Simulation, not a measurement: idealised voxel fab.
Documented hereafter: the process module known as voxel lift off.
Each square cell in cross-section cut measures 5 nm, and the section as a whole is 270 nm wide.
Reading order for cross-sections: top band down to bottom band. Underlying form: a grid of square cells. Band size: one or more rows of cells. Read a band's entry like this: the first values are the height of its top and the height of its bottom in nm, and what follows is the sequence of materials from left to right, each with its width in nm. Note that "empty" is empty space, and that a single material marked "full width" reaches across the band from edge to edge. Height is counted from the level 0, under which the received wafer is composed throughout of one material. The lowest of the bands is not closed at the bottom but continues downward, in the notation "from 0 down". With a width like "30 to 40", each row of cells in the band differs from the next by the same amount, the top row carrying the first number and the bottom row the second. No cell of the cross-section changed in a step that is given as "changes: none". Each empty space that has no open way to the top and spans at least 8 cells appears under "Closed-off voids" as width x height at distance, the distance counted from the left edge, all in nm. The remark found on a step's line after its settings is issued by the simulator itself and pertains to that step. overlay nm: mask offset rightward from planned place, masked step; negative means leftward offset.
Process steps (planned)
1) RECEIVE with material Si
2) CONFORMAL_DEP with material SiO2, thk nm 5
3) PATTERN with tone open, mask id LINES, material resist, width nm 15, pitch nm 45, thk nm 30, overlay nm 0
4) DIRECTIONAL_DEP with material Ru, thk nm 15
5) STRIP with etch materials resist
6) CONFORMAL_DEP with material SiCN, thk nm 5
The following pertains to the first of two wafers, which was processed as planned
Wafer cross-section on receipt, i.e. after step 1
    from 0 down: Si full width
    Closed-off voids: none
Step 2 done - wafer cross-section
    from 5 to 0: SiO2 full width
    Unchanged below 0.
Step 3 done - wafer cross-section
    from 35 to 5: 80 resist, then 15 empty, then 30 resist, then 15 empty, then 30 resist, then 15 empty, then 85 resist
    Unchanged below 5.
Step 4 done - wafer cross-section
    from 50 to 35: 80 Ru, then 15 empty, then 30 Ru, then 15 empty, then 30 Ru, then 15 empty, then 85 Ru
    from 35 to 20: 80 resist, then 15 empty, then 30 resist, then 15 empty, then 30 resist, then 15 empty, then 85 resist
    from 20 to 5: 80 resist, then 15 Ru, then 30 resist, then 15 Ru, then 30 resist, then 15 Ru, then 85 resist
    Unchanged below 5.
Step 5 done - wafer cross-section
    from 20 to 5: 80 empty, then 15 Ru, then 30 empty, then 15 Ru, then 30 empty, then 15 Ru, then 85 empty
    Unchanged below 5.
Step 6 done - wafer cross-section
    from 25 to 20: 75 empty, then 25 SiCN, then 20 empty, then 25 SiCN, then 20 empty, then 25 SiCN, then 80 empty
    from 20 to 10: 75 empty, then 5 SiCN, then 15 Ru, then 5 SiCN, then 20 empty, then 5 SiCN, then 15 Ru, then 5 SiCN, then 20 empty, then 5 SiCN, then 15 Ru, then 5 SiCN, then 80 empty
    from 10 to 5: 80 SiCN, then 15 Ru, then 30 SiCN, then 15 Ru, then 30 SiCN, then 15 Ru, then 85 SiCN
    Unchanged below 5.
Second Wafer (Identical Start and Plan, One Processing Error; Matches First Wafer Through Step 3)
Second wafer, cross-section, planned end of step 4
    from 40 to 35: 80 Ru, then 15 empty, then 30 Ru, then 15 empty, then 30 Ru, then 15 empty, then 85 Ru
    from 35 to 10: 80 resist, then 15 empty, then 30 resist, then 15 empty, then 30 resist, then 15 empty, then 85 resist
    from 10 to 5: 80 resist, then 15 Ru, then 30 resist, then 15 Ru, then 30 resist, then 15 Ru, then 85 resist
    Unchanged below 5.
Second wafer, cross-section, planned end of step 5
    from 10 to 5: 80 empty, then 15 Ru, then 30 empty, then 15 Ru, then 30 empty, then 15 Ru, then 85 empty
    Unchanged below 5.
Second wafer, cross-section, planned end of step 6
    from 15 to 10: 75 empty, then 25 SiCN, then 20 empty, then 25 SiCN, then 20 empty, then 25 SiCN, then 80 empty
    from 10 to 5: 80 SiCN, then 15 Ru, then 30 SiCN, then 15 Ru, then 30 SiCN, then 15 Ru, then 85 SiCN
    Unchanged below 5.
Misprocessing identified: contrary to plan, step 4 was performed as DIRECTIONAL_DEP with material Ru, thk nm 5
Final tally in cells, some materials are higher or lower on the second wafer than on the first: Ru: 18 fewer, SiCN: 12 fewer
